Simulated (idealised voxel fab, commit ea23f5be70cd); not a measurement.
process module | voxel gate over fins
cross-section cut | 240 nm wide | cells 5 nm
A cross-section is a grid of square cells, given in bands from the top down. A band is one or more rows of cells.
Each band's line starts with the height of the band's top and of its bottom, in nm. Then come its materials from left to right, each with its width in nm. One material with "throughout" fills the band from edge to edge. "air" is empty space.
Height 0 is the level under which the wafer as received is all one material. The lowest band goes on downwards, as in "0 down".
A width such as "30 to 40" changes by the same amount from each row of cells to the next, from the band's top row to its bottom row.
"no change" after a step means that no cell of the cross-section changed.
closed voids: empty space of 8 cells or more with no open way to the top, each as width x height at its distance from the left edge, in nm
after a step's settings: what the simulator itself notes on the step
overlay nm, on a step with a mask: how far to the right of its planned place the mask lay; to the left if negative
plan
1 op RECEIVE | material Si
2 op CONFORMAL_DEP | material SiN | thk nm 10
3 op MASKED_ETCH | tone cover | mask id FINS | width nm 15 | pitch nm 55 | etch materials SiN | depth nm 10 | overlay nm 0
4 op MASKED_ETCH | tone cover | mask id FINS | width nm 15 | pitch nm 55 | etch materials Si | depth nm 30 | overlay nm 0
5 op FILL_DEP | material SiO2 | thk nm 10
6 op CMP | height nm 10
7 op PATTERN | tone open | mask id RAIL | material resist | width nm 15 | thk nm 20 | overlay nm 0
8 op DIRECTIONAL_ETCH | etch materials SiO2 | depth nm 35
9 op STRIP | etch materials resist
10 op CONFORMAL_DEP | material TiN | thk nm 5
11 op FILL_DEP | material Ru | thk nm 5
12 op CMP | height nm 10
13 op SELECTIVE_ETCH | etch materials W Ru TiN | depth nm 30
14 op FILL_DEP | material SiO2 | thk nm 5
15 op CMP | height nm 10
16 op SELECTIVE_ETCH | etch materials SiO2 | depth nm 20
17 op STRIP | etch materials SiN
18 op CONFORMAL_DEP | material HfO2 | thk nm 5
19 op CONFORMAL_DEP | material TiN | thk nm 5
20 op FILL_DEP | material W | thk nm 10
21 op CMP | height nm 15
22 op CONFORMAL_DEP | material SiCN | thk nm 10
first wafer, as planned
as received, after step 1
  0 down: Si throughout
  closed voids: none
after step 2
  10 to 0: SiN throughout
  below 0: unchanged
after step 3
  10 to 0: air 55 | SiN 15 | air 40 | SiN 15 | air 40 | SiN 15 | air 60
  below 0: unchanged
after step 4
  10 to 0: air 55 | SiN 15 | air 40 | SiN 15 | air 40 | SiN 15 | air 60
  0 to -30: air 55 | Si 15 | air 40 | Si 15 | air 40 | Si 15 | air 60
  below -30: unchanged
after step 5
  20 to 10: SiO2 throughout
  10 to 0: SiO2 55 | SiN 15 | SiO2 40 | SiN 15 | SiO2 40 | SiN 15 | SiO2 60
  0 to -30: SiO2 55 | Si 15 | SiO2 40 | Si 15 | SiO2 40 | Si 15 | SiO2 60
  below -30: unchanged
after step 6
  10 to 0: SiO2 55 | SiN 15 | SiO2 40 | SiN 15 | SiO2 40 | SiN 15 | SiO2 60
  below 0: unchanged
after step 7
  30 to 10: resist 80 | air 15 | resist 145
  below 10: unchanged
after step 8
  30 to 10: resist 80 | air 15 | resist 145
  10 to 0: SiO2 55 | SiN 15 | SiO2 10 | air 15 | SiO2 15 | SiN 15 | SiO2 40 | SiN 15 | SiO2 60
  0 to -25: SiO2 55 | Si 15 | SiO2 10 | air 15 | SiO2 15 | Si 15 | SiO2 40 | Si 15 | SiO2 60
  below -25: unchanged
after step 9
  10 to 0: SiO2 55 | SiN 15 | SiO2 10 | air 15 | SiO2 15 | SiN 15 | SiO2 40 | SiN 15 | SiO2 60
  below 0: unchanged
after step 10
  15 to 10: TiN 85 | air 5 | TiN 150
  10 to 0: SiO2 55 | SiN 15 | SiO2 10 | TiN 5 | air 5 | TiN 5 | SiO2 15 | SiN 15 | SiO2 40 | SiN 15 | SiO2 60
  0 to -20: SiO2 55 | Si 15 | SiO2 10 | TiN 5 | air 5 | TiN 5 | SiO2 15 | Si 15 | SiO2 40 | Si 15 | SiO2 60
  -20 to -25: SiO2 55 | Si 15 | SiO2 10 | TiN 15 | SiO2 15 | Si 15 | SiO2 40 | Si 15 | SiO2 60
  below -25: unchanged
after step 11
  20 to 15: Ru throughout
  15 to 10: TiN 85 | Ru 5 | TiN 150
  10 to 0: SiO2 55 | SiN 15 | SiO2 10 | TiN 5 | Ru 5 | TiN 5 | SiO2 15 | SiN 15 | SiO2 40 | SiN 15 | SiO2 60
  0 to -20: SiO2 55 | Si 15 | SiO2 10 | TiN 5 | Ru 5 | TiN 5 | SiO2 15 | Si 15 | SiO2 40 | Si 15 | SiO2 60
  below -20: unchanged
after step 12
  10 to 0: SiO2 55 | SiN 15 | SiO2 10 | TiN 5 | Ru 5 | TiN 5 | SiO2 15 | SiN 15 | SiO2 40 | SiN 15 | SiO2 60
  below 0: unchanged
after step 13
  10 to 0: SiO2 55 | SiN 15 | SiO2 10 | air 15 | SiO2 15 | SiN 15 | SiO2 40 | SiN 15 | SiO2 60
  0 to -20: SiO2 55 | Si 15 | SiO2 10 | air 15 | SiO2 15 | Si 15 | SiO2 40 | Si 15 | SiO2 60
  below -20: unchanged
after step 14
  15 to 10: SiO2 throughout
  10 to 0: SiO2 55 | SiN 15 | SiO2 40 | SiN 15 | SiO2 40 | SiN 15 | SiO2 60
  0 to -20: SiO2 55 | Si 15 | SiO2 40 | Si 15 | SiO2 40 | Si 15 | SiO2 60
  below -20: unchanged
after step 15
  10 to 0: SiO2 55 | SiN 15 | SiO2 40 | SiN 15 | SiO2 40 | SiN 15 | SiO2 60
  below 0: unchanged
after step 16
  10 to 0: air 55 | SiN 15 | air 40 | SiN 15 | air 40 | SiN 15 | air 60
  0 to -10: air 55 | Si 15 | air 40 | Si 15 | air 40 | Si 15 | air 60
  below -10: unchanged
after step 17
  0 to -10: air 55 | Si 15 | air 40 | Si 15 | air 40 | Si 15 | air 60
  below -10: unchanged
after step 18
  5 to 0: air 50 | HfO2 25 | air 30 | HfO2 25 | air 30 | HfO2 25 | air 55
  0 to -5: air 50 | HfO2 5 | Si 15 | HfO2 5 | air 30 | HfO2 5 | Si 15 | HfO2 5 | air 30 | HfO2 5 | Si 15 | HfO2 5 | air 55
  -5 to -10: HfO2 55 | Si 15 | HfO2 40 | Si 15 | HfO2 40 | Si 15 | HfO2 60
  below -10: unchanged
after step 19
  10 to 5: air 45 | TiN 35 | air 20 | TiN 35 | air 20 | TiN 35 | air 50
  5 to 0: air 45 | TiN 5 | HfO2 25 | TiN 5 | air 20 | TiN 5 | HfO2 25 | TiN 5 | air 20 | TiN 5 | HfO2 25 | TiN 5 | air 50
  0 to -5: TiN 50 | HfO2 5 | Si 15 | HfO2 5 | TiN 30 | HfO2 5 | Si 15 | HfO2 5 | TiN 30 | HfO2 5 | Si 15 | HfO2 5 | TiN 55
  below -5: unchanged
after step 20
  20 to 10: W throughout
  10 to 5: W 45 | TiN 35 | W 20 | TiN 35 | W 20 | TiN 35 | W 50
  5 to 0: W 45 | TiN 5 | HfO2 25 | TiN 5 | W 20 | TiN 5 | HfO2 25 | TiN 5 | W 20 | TiN 5 | HfO2 25 | TiN 5 | W 50
  below 0: unchanged
after step 21
  15 to 10: W throughout
  below 10: unchanged
after step 22
  25 to 15: SiCN throughout
  below 15: unchanged
second wafer: like start, like plan, one mistake. Through step 6 it matches the first wafer
when step 7 should have ended
  30 to 10: resist 80 | air 20 | resist 140
  below 10: unchanged
when step 8 should have ended
  30 to 10: resist 80 | air 20 | resist 140
  10 to 0: SiO2 55 | SiN 15 | SiO2 10 | air 20 | SiO2 10 | SiN 15 | SiO2 40 | SiN 15 | SiO2 60
  0 to -25: SiO2 55 | Si 15 | SiO2 10 | air 20 | SiO2 10 | Si 15 | SiO2 40 | Si 15 | SiO2 60
  below -25: unchanged
when step 9 should have ended
  10 to 0: SiO2 55 | SiN 15 | SiO2 10 | air 20 | SiO2 10 | SiN 15 | SiO2 40 | SiN 15 | SiO2 60
  below 0: unchanged
when step 10 should have ended
  15 to 10: TiN 85 | air 10 | TiN 145
  10 to 0: SiO2 55 | SiN 15 | SiO2 10 | TiN 5 | air 10 | TiN 5 | SiO2 10 | SiN 15 | SiO2 40 | SiN 15 | SiO2 60
  0 to -20: SiO2 55 | Si 15 | SiO2 10 | TiN 5 | air 10 | TiN 5 | SiO2 10 | Si 15 | SiO2 40 | Si 15 | SiO2 60
  -20 to -25: SiO2 55 | Si 15 | SiO2 10 | TiN 20 | SiO2 10 | Si 15 | SiO2 40 | Si 15 | SiO2 60
  below -25: unchanged
when step 11 should have ended
  20 to 15: Ru throughout
  15 to 10: TiN 85 | Ru 10 | TiN 145
  10 to 0: SiO2 55 | SiN 15 | SiO2 10 | TiN 5 | Ru 10 | TiN 5 | SiO2 10 | SiN 15 | SiO2 40 | SiN 15 | SiO2 60
  0 to -20: SiO2 55 | Si 15 | SiO2 10 | TiN 5 | Ru 10 | TiN 5 | SiO2 10 | Si 15 | SiO2 40 | Si 15 | SiO2 60
  below -20: unchanged
when step 12 should have ended
  10 to 0: SiO2 55 | SiN 15 | SiO2 10 | TiN 5 | Ru 10 | TiN 5 | SiO2 10 | SiN 15 | SiO2 40 | SiN 15 | SiO2 60
  below 0: unchanged
when step 13 should have ended
  10 to 0: SiO2 55 | SiN 15 | SiO2 10 | air 20 | SiO2 10 | SiN 15 | SiO2 40 | SiN 15 | SiO2 60
  0 to -20: SiO2 55 | Si 15 | SiO2 10 | air 20 | SiO2 10 | Si 15 | SiO2 40 | Si 15 | SiO2 60
  below -20: unchanged
when step 14 should have ended
  15 to 10: SiO2 throughout
  10 to 0: SiO2 55 | SiN 15 | SiO2 40 | SiN 15 | SiO2 40 | SiN 15 | SiO2 60
  0 to -20: SiO2 55 | Si 15 | SiO2 40 | Si 15 | SiO2 40 | Si 15 | SiO2 60
  below -20: unchanged
when step 15 should have ended
  10 to 0: SiO2 55 | SiN 15 | SiO2 40 | SiN 15 | SiO2 40 | SiN 15 | SiO2 60
  below 0: unchanged
when step 16 should have ended
  10 to 0: air 55 | SiN 15 | air 40 | SiN 15 | air 40 | SiN 15 | air 60
  0 to -10: air 55 | Si 15 | air 40 | Si 15 | air 40 | Si 15 | air 60
  below -10: unchanged
when step 17 should have ended
  0 to -10: air 55 | Si 15 | air 40 | Si 15 | air 40 | Si 15 | air 60
  below -10: unchanged
when step 18 should have ended
  5 to 0: air 50 | HfO2 25 | air 30 | HfO2 25 | air 30 | HfO2 25 | air 55
  0 to -5: air 50 | HfO2 5 | Si 15 | HfO2 5 | air 30 | HfO2 5 | Si 15 | HfO2 5 | air 30 | HfO2 5 | Si 15 | HfO2 5 | air 55
  -5 to -10: HfO2 55 | Si 15 | HfO2 40 | Si 15 | HfO2 40 | Si 15 | HfO2 60
  below -10: unchanged
when step 19 should have ended
  10 to 5: air 45 | TiN 35 | air 20 | TiN 35 | air 20 | TiN 35 | air 50
  5 to 0: air 45 | TiN 5 | HfO2 25 | TiN 5 | air 20 | TiN 5 | HfO2 25 | TiN 5 | air 20 | TiN 5 | HfO2 25 | TiN 5 | air 50
  0 to -5: TiN 50 | HfO2 5 | Si 15 | HfO2 5 | TiN 30 | HfO2 5 | Si 15 | HfO2 5 | TiN 30 | HfO2 5 | Si 15 | HfO2 5 | TiN 55
  below -5: unchanged
when step 20 should have ended
  20 to 10: W throughout
  10 to 5: W 45 | TiN 35 | W 20 | TiN 35 | W 20 | TiN 35 | W 50
  5 to 0: W 45 | TiN 5 | HfO2 25 | TiN 5 | W 20 | TiN 5 | HfO2 25 | TiN 5 | W 20 | TiN 5 | HfO2 25 | TiN 5 | W 50
  below 0: unchanged
when step 21 should have ended
  15 to 10: W throughout
  below 10: unchanged
when step 22 should have ended
  25 to 15: SiCN throughout
  below 15: unchanged
what went wrong: step 7 ran as: op PATTERN | tone open | mask id RAIL | material resist | width nm 20 | thk nm 20 | overlay nm 0
at the end the second wafer has, in cells: 1 fewer of SiO2 | 1 more of TiN
